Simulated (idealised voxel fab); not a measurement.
process module | voxel wiring stack
cross-section cut | 280 nm wide | cells 5 nm
A cross-section is a grid of square cells, given in bands from the top down. A band is one or more rows of cells.
Each band's line starts with the height of the band's top and of its bottom, in nm. Then come its materials from left to right, each with its width in nm. One material with "throughout" fills the band from edge to edge. "air" is empty space.
Height 0 is the level under which the wafer as received is all one material. The lowest band goes on downwards, as in "0 down".
A width such as "30 to 40" changes by the same amount from each row of cells to the next, from the band's top row to its bottom row.
"no change" after a step means that no cell of the cross-section changed.
closed voids: empty space of 8 cells or more with no open way to the top, each as width x height at its distance from the left edge, in nm
after a step's settings: what the simulator itself notes on the step
overlay nm, on a step with a mask: how far to the right of its planned place the mask lay; to the left if negative
plan
1 op RECEIVE | material Si
2 op CONFORMAL_DEP | material SiO2 | thk nm 10
3 op CONFORMAL_DEP | material SiN | thk nm 5
4 op DIRECTIONAL_DEP | material lowk | thk nm 25
5 op PATTERN | tone open | mask id METAL_1 | material resist | width nm 30 | pitch nm 60 | thk nm 15 | overlay nm 0
6 op DIRECTIONAL_ETCH | etch materials lowk | depth nm 25
7 op DIRECTIONAL_ETCH | etch materials SiN | depth nm 5
8 op STRIP | etch materials resist
9 op CONFORMAL_DEP | material TiN | thk nm 5
10 op FILL_DEP | material W | thk nm 5
11 op CMP | height nm 40
12 op CONFORMAL_DEP | material SiCN | thk nm 5
13 op DIRECTIONAL_DEP | material lowk | thk nm 20
14 op DIRECTIONAL_DEP | material aC | thk nm 15
15 op PATTERN | tone open | mask id PLUG_1 | material resist | width nm 15 | pitch nm 120 | thk nm 30 | overlay nm 0
16 op DIRECTIONAL_ETCH | etch materials aC | depth nm 15
17 op STRIP | etch materials resist
18 op DIRECTIONAL_ETCH | etch materials lowk | depth nm 20
19 op DIRECTIONAL_ETCH | etch materials SiCN | depth nm 5
20 op STRIP | etch materials aC
21 op EPI | material Ru | thk nm 10
22 op EPI | material Ru | thk nm 10
23 op EPI | material Ru | thk nm 5
24 op CONFORMAL_DEP | material SiCN | thk nm 5
25 op DIRECTIONAL_DEP | material lowk | thk nm 25
26 op MASKED_ETCH | tone open | mask id METAL_2 | width nm 30 | pitch nm 60 | etch materials lowk | depth nm 25 | overlay nm 0
27 op MASKED_ETCH | tone open | mask id METAL_2 | width nm 30 | pitch nm 60 | etch materials SiCN | depth nm 5 | overlay nm 0
28 op CONFORMAL_DEP | material TiN | thk nm 5
29 op FILL_DEP | material Cu | thk nm 10
30 op CMP | height nm 95
31 op CONFORMAL_DEP | material SiCN | thk nm 5
32 op DIRECTIONAL_DEP | material SiO2 | thk nm 35
33 op DIRECTIONAL_DEP | material aC | thk nm 10
34 op PATTERN | tone open | mask id METAL_3 | material resist | width nm 30 | pitch nm 60 | thk nm 30 | overlay nm 0
35 op DIRECTIONAL_ETCH | etch materials aC | depth nm 10
36 op STRIP | etch materials resist
37 op DIRECTIONAL_ETCH | etch materials SiO2 | depth nm 20
38 op STRIP | etch materials aC
39 op PATTERN | tone open | mask id METAL_3_HOLES | material resist | width nm 15 | pitch nm 120 | thk nm 15 | overlay nm 0
40 op DIRECTIONAL_ETCH | etch materials SiO2 | depth nm 15
41 op DIRECTIONAL_ETCH | etch materials SiCN | depth nm 5
42 op STRIP | etch materials resist
43 op CONFORMAL_DEP | material TiN | thk nm 5
44 op FILL_DEP | material Cu | thk nm 10
45 op CMP | height nm 135
46 op CONFORMAL_DEP | material SiN | thk nm 5
as received, after step 1
  0 down: Si throughout
  closed voids: none
a wafer at the end: this start, this plan, one mistake
  140 to 135: SiN throughout
  135 to 120: SiO2 65 | TiN 5 | Cu 20 | TiN 5 | SiO2 30 | TiN 5 | Cu 20 | TiN 5 | SiO2 30 | TiN 5 | Cu 20 | TiN 5 | SiO2 65
  120 to 115: SiO2 65 | TiN 5 | Cu 5 | TiN 20 | SiO2 30 | TiN 30 | SiO2 30 | TiN 5 | Cu 5 | TiN 20 | SiO2 65
  115 to 100: SiO2 65 | TiN 5 | Cu 5 | TiN 5 | SiO2 105 | TiN 5 | Cu 5 | TiN 5 | SiO2 80
  100 to 95: SiCN 65 | TiN 15 | SiCN 105 | TiN 15 | SiCN 80
  95 to 70: lowk 65 | TiN 5 | Cu 20 | TiN 5 | lowk 30 | TiN 5 | Cu 20 | TiN 5 | lowk 30 | TiN 5 | Cu 20 | TiN 5 | lowk 65
  70 to 65: SiCN 65 | TiN 30 | SiCN 30 | TiN 30 | SiCN 30 | TiN 30 | SiCN 65
  65 to 45: lowk 65 | Ru 15 | lowk 105 | Ru 15 | lowk 80
  45 to 40: SiCN 65 | Ru 15 | SiCN 105 | Ru 15 | SiCN 80
  40 to 15: lowk 55 | TiN 5 | W 20 | TiN 5 | lowk 30 | TiN 5 | W 20 | TiN 5 | lowk 30 | TiN 5 | W 20 | TiN 5 | lowk 75
  15 to 10: SiN 55 | TiN 30 | SiN 30 | TiN 30 | SiN 30 | TiN 30 | SiN 75
  10 to 0: SiO2 throughout
  0 down: Si throughout
  closed voids: none
what went wrong: step 5 ran as: op PATTERN | tone open | mask id METAL_1 | material resist | width nm 30 | pitch nm 60 | thk nm 15 | overlay nm -10
